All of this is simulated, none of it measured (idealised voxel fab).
This is a process module. Its name is voxel wiring stack.
Pictured: cross-section cut, 160 nm wide, on a grid of 5 nm square cells.
The cross-sections in this document take the form of a grid made of square cells. They are written out as bands, in order from top to bottom. Each band consists of one or more rows of cells.
The band entry comprises the height of the band's top followed by the height of its bottom, expressed in nm, and subsequently the band's materials from left to right, each stated together with its width in nm. Where a single material is marked with the word "all across", that material fills the band from edge to edge. The word "blank" represents empty space.
It should be noted that heights are counted from 0, beneath which the wafer as supplied is of one material throughout, and that the lowest band possesses no lower boundary but continues downward, as written in "z 0 and below".
The notation "30 to 40" denotes a width that varies across the rows of cells in the band, beginning at the first number in the top row, finishing at the second number in the bottom row, and changing by an identical amount from each row to the next.
A step reported as "no modification" is a step in which no cell of the cross-section changed.
The list in "Closed internal voids" covers empty spaces of 8 cells or more that cannot reach the top through any open way, and it gives each as width x height at distance; the distance is from the left edge, and width, height and distance are in nm.
On a step's line, text after the settings is the simulator commenting on that step.
overlay nm: on a step with a mask, how far right of its planned place the mask lay; negative means left.

Process steps (planned)
1: op RECEIVE | material Si
2: op CONFORMAL_DEP | material SiO2 | thk nm 15
3: op DIRECTIONAL_DEP | material TiN | thk nm 5
4: op DIRECTIONAL_DEP | material W | thk nm 15
5: op DIRECTIONAL_DEP | material aC | thk nm 10
6: op PATTERN | tone cover | mask id METAL_1 | material resist | width nm 20 | pitch nm 45 | thk nm 25 | overlay nm 0
7: op DIRECTIONAL_ETCH | etch materials aC | depth nm 10
8: op STRIP | etch materials resist
9: op DIRECTIONAL_ETCH | etch materials W | depth nm 15
10: op DIRECTIONAL_ETCH | etch materials TiN | depth nm 5
11: op STRIP | etch materials aC
12: op CONFORMAL_DEP | material SiN | thk nm 5
13: op FILL_DEP | material lowk | thk nm 10
14: op CMP | height nm 35
15: op CONFORMAL_DEP | material SiCN | thk nm 5
16: op DIRECTIONAL_DEP | material lowk | thk nm 20
17: op PATTERN | tone open | mask id PLUG_1 | material resist | width nm 15 | thk nm 15 | overlay nm 0
18: op DIRECTIONAL_ETCH | etch materials lowk | depth nm 20
19: op DIRECTIONAL_ETCH | etch materials SiCN | depth nm 5
20: op STRIP | etch materials resist
21: op CONFORMAL_DEP | material TiN | thk nm 5
22: op FILL_DEP | material W | thk nm 5
23: op CMP | height nm 60
24: op CONFORMAL_DEP | material SiN | thk nm 5
25: op DIRECTIONAL_DEP | material lowk | thk nm 20
26: op PATTERN | tone open | mask id METAL_2 | material resist | width nm 20 | pitch nm 45 | thk nm 15 | overlay nm 0
27: op DIRECTIONAL_ETCH | etch materials lowk | depth nm 20
28: op DIRECTIONAL_ETCH | etch materials SiN | depth nm 5
29: op STRIP | etch materials resist
30: op CONFORMAL_DEP | material TiN | thk nm 5
31: op FILL_DEP | material Ru | thk nm 5
32: op CMP | height nm 85
33: op CONFORMAL_DEP | material SiCN | thk nm 5
34: op DIRECTIONAL_DEP | material lowk | thk nm 10
35: op MASKED_ETCH | tone open | mask id PLUG_2 | width nm 15 | pitch nm 45 | etch materials lowk | depth nm 10 | overlay nm 0
36: op MASKED_ETCH | tone open | mask id PLUG_2 | width nm 15 | pitch nm 45 | etch materials SiCN | depth nm 5 | overlay nm 0
37: op EPI | material Ru | thk nm 10
38: op EPI | material Ru | thk nm 5
39: op CONFORMAL_DEP | material SiCN | thk nm 5
40: op DIRECTIONAL_DEP | material SiO2 | thk nm 20
41: op PATTERN | tone open | mask id METAL_3 | material resist | width nm 20 | pitch nm 45 | thk nm 20 | overlay nm -15
42: op DIRECTIONAL_ETCH | etch materials SiO2 | depth nm 20
43: op DIRECTIONAL_ETCH | etch materials SiCN | depth nm 5
44: op STRIP | etch materials resist
45: op CONFORMAL_DEP | material TiN | thk nm 5
46: op FILL_DEP | material Cu | thk nm 5
47: op CMP | height nm 125
48: op EPI | material Ru | thk nm 5
49: op FILL_DEP | material SiCN | thk nm 5
Wafer-to-wafer difference: overlay nm, step 41. Common start. Plan = first wafer's value.

As-received cross-section, first of several wafers, post step 1
  z 0 and below | Si all across
  Closed internal voids: none

Where each wafer stands at the end of the module, a row apiece: cells of each material gained (+) or lost (-) since it was received, then closed voids
overlay nm -15 | +16 Cu | +46 Ru | +131 SiCN | +60 SiN | +192 SiO2 | +67 TiN | +28 W | +324 lowk | Closed internal voids: none
overlay nm -10 | +16 Cu | +46 Ru | +131 SiCN | +60 SiN | +192 SiO2 | +67 TiN | +28 W | +324 lowk | Closed internal voids: none
overlay nm -5 | +16 Cu | +46 Ru | +131 SiCN | +60 SiN | +192 SiO2 | +67 TiN | +28 W | +324 lowk | Closed internal voids: none
overlay nm 0 | +16 Cu | +46 Ru | +131 SiCN | +60 SiN | +192 SiO2 | +67 TiN | +28 W | +324 lowk | Closed internal voids: none
overlay nm 5 | +16 Cu | +46 Ru | +131 SiCN | +60 SiN | +192 SiO2 | +67 TiN | +28 W | +324 lowk | Closed internal voids: none
overlay nm 10 | +16 Cu | +46 Ru | +131 SiCN | +60 SiN | +192 SiO2 | +67 TiN | +28 W | +324 lowk | Closed internal voids: none
overlay nm 15 | +16 Cu | +46 Ru | +131 SiCN | +60 SiN | +192 SiO2 | +67 TiN | +28 W | +324 lowk | Closed internal voids: none
